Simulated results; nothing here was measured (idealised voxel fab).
process module | voxel self aligned vias
cross-section cut | 220 nm wide | cells 5 nm
A cross-section is a grid of square cells, given in bands from the top down. A band is one or more rows of cells.
Each band's line starts with the height of the band's top and of its bottom, in nm. Then come its materials from left to right, each with its width in nm. One material with "throughout" fills the band from edge to edge. "air" is empty space.
Height 0 is the level under which the wafer as received is all one material. The lowest band goes on downwards, as in "0 down".
A width such as "30 to 40" changes by the same amount from each row of cells to the next, from the band's top row to its bottom row.
"no change" after a step means that no cell of the cross-section changed.
closed voids: empty space of 8 cells or more with no open way to the top, each as width x height at its distance from the left edge, in nm
after a step's settings: what the simulator itself notes on the step
overlay nm, on a step with a mask: how far to the right of its planned place the mask lay; to the left if negative
plan
1 op RECEIVE | material Si
2 op CONFORMAL_DEP | material SiO2 | thk nm 15
3 op CONFORMAL_DEP | material SiCN | thk nm 5
4 op DIRECTIONAL_DEP | material SiO2 | thk nm 30
5 op PATTERN | tone open | mask id LINES | material resist | width nm 20 | pitch nm 50 | thk nm 15 | overlay nm 0
6 op DIRECTIONAL_ETCH | etch materials SiO2 | depth nm 30
7 op STRIP | etch materials resist
8 op CONFORMAL_DEP | material TiN | thk nm 5
9 op FILL_DEP | material Ru | thk nm 5
10 op CMP | height nm 50
11 op SELECTIVE_ETCH | etch materials W Ru TiN | depth nm 10
12 op FILL_DEP | material SiN | thk nm 10
13 op CMP | height nm 50
14 op DIRECTIONAL_DEP | material SiO2 | thk nm 20
15 op DIRECTIONAL_DEP | material aC | thk nm 10
16 op PATTERN | tone open | mask id VIAS | material resist | width nm 30 | thk nm 30 | overlay nm 0
17 op DIRECTIONAL_ETCH | etch materials aC | depth nm 10
18 op STRIP | etch materials resist
19 op DIRECTIONAL_ETCH | etch materials SiO2 | depth nm 20
20 op DIRECTIONAL_ETCH | etch materials SiN | depth nm 10
21 op STRIP | etch materials aC
22 op CONFORMAL_DEP | material TiN | thk nm 5
23 op FILL_DEP | material Ru | thk nm 5
24 op CMP | height nm 70
25 op CONFORMAL_DEP | material SiCN | thk nm 5
first wafer, as planned
as received, after step 1
  0 down: Si throughout
  closed voids: none
after step 2
  15 to 0: SiO2 throughout
  below 0: unchanged
after step 3
  20 to 15: SiCN throughout
  below 15: unchanged
after step 4
  50 to 20: SiO2 throughout
  below 20: unchanged
after step 5
  65 to 50: resist 75 | air 20 | resist 30 | air 20 | resist 75
  below 50: unchanged
after step 6
  65 to 50: resist 75 | air 20 | resist 30 | air 20 | resist 75
  50 to 20: SiO2 75 | air 20 | SiO2 30 | air 20 | SiO2 75
  below 20: unchanged
after step 7
  50 to 20: SiO2 75 | air 20 | SiO2 30 | air 20 | SiO2 75
  below 20: unchanged
after step 8
  55 to 50: TiN 80 | air 10 | TiN 40 | air 10 | TiN 80
  50 to 25: SiO2 75 | TiN 5 | air 10 | TiN 5 | SiO2 30 | TiN 5 | air 10 | TiN 5 | SiO2 75
  25 to 20: SiO2 75 | TiN 20 | SiO2 30 | TiN 20 | SiO2 75
  below 20: unchanged
after step 9
  60 to 55: Ru throughout
  55 to 50: TiN 80 | Ru 10 | TiN 40 | Ru 10 | TiN 80
  50 to 25: SiO2 75 | TiN 5 | Ru 10 | TiN 5 | SiO2 30 | TiN 5 | Ru 10 | TiN 5 | SiO2 75
  below 25: unchanged
after step 10
  50 to 25: SiO2 75 | TiN 5 | Ru 10 | TiN 5 | SiO2 30 | TiN 5 | Ru 10 | TiN 5 | SiO2 75
  below 25: unchanged
after step 11
  50 to 40: SiO2 75 | air 20 | SiO2 30 | air 20 | SiO2 75
  below 40: unchanged
after step 12
  60 to 50: SiN throughout
  50 to 40: SiO2 75 | SiN 20 | SiO2 30 | SiN 20 | SiO2 75
  below 40: unchanged
after step 13
  50 to 40: SiO2 75 | SiN 20 | SiO2 30 | SiN 20 | SiO2 75
  below 40: unchanged
after step 14
  70 to 50: SiO2 throughout
  below 50: unchanged
after step 15
  80 to 70: aC throughout
  below 70: unchanged
after step 16
  110 to 80: resist 70 | air 30 | resist 120
  below 80: unchanged
after step 17
  100 to 80: resist 70 | air 30 | resist 120
  80 to 70: aC 70 | air 30 | aC 120
  below 70: unchanged
after step 18
  80 to 70: aC 70 | air 30 | aC 120
  below 70: unchanged
after step 19
  80 to 70: aC 70 | air 30 | aC 120
  70 to 50: SiO2 70 | air 30 | SiO2 120
  below 50: unchanged
after step 20
  80 to 70: aC 70 | air 30 | aC 120
  70 to 50: SiO2 70 | air 30 | SiO2 120
  50 to 40: SiO2 75 | air 20 | SiO2 30 | SiN 20 | SiO2 75
  below 40: unchanged
after step 21
  70 to 50: SiO2 70 | air 30 | SiO2 120
  below 50: unchanged
after step 22
  75 to 70: TiN 75 | air 20 | TiN 125
  70 to 55: SiO2 70 | TiN 5 | air 20 | TiN 5 | SiO2 120
  55 to 50: SiO2 70 | TiN 10 | air 10 | TiN 10 | SiO2 120
  50 to 45: SiO2 75 | TiN 5 | air 10 | TiN 5 | SiO2 30 | SiN 20 | SiO2 75
  45 to 40: SiO2 75 | TiN 20 | SiO2 30 | SiN 20 | SiO2 75
  below 40: unchanged
after step 23
  80 to 75: Ru throughout
  75 to 70: TiN 75 | Ru 20 | TiN 125
  70 to 55: SiO2 70 | TiN 5 | Ru 20 | TiN 5 | SiO2 120
  55 to 50: SiO2 70 | TiN 10 | Ru 10 | TiN 10 | SiO2 120
  50 to 45: SiO2 75 | TiN 5 | Ru 10 | TiN 5 | SiO2 30 | SiN 20 | SiO2 75
  below 45: unchanged
after step 24
  70 to 55: SiO2 70 | TiN 5 | Ru 20 | TiN 5 | SiO2 120
  below 55: unchanged
after step 25
  75 to 70: SiCN throughout
  below 70: unchanged
second wafer: like start, like plan, one mistake. Through step 23 it matches the first wafer
when step 24 should have ended
  60 to 50: SiO2 70 | TiN 5 to 10 | Ru 20 to 10 | TiN 5 to 10 | SiO2 120
  below 50: unchanged
when step 25 should have ended
  65 to 60: SiCN throughout
  below 60: unchanged
what went wrong: step 24 ran as: op CMP | height nm 60
at the end the second wafer has, in cells: 8 fewer of Ru | 76 fewer of SiO2 | 4 fewer of TiN
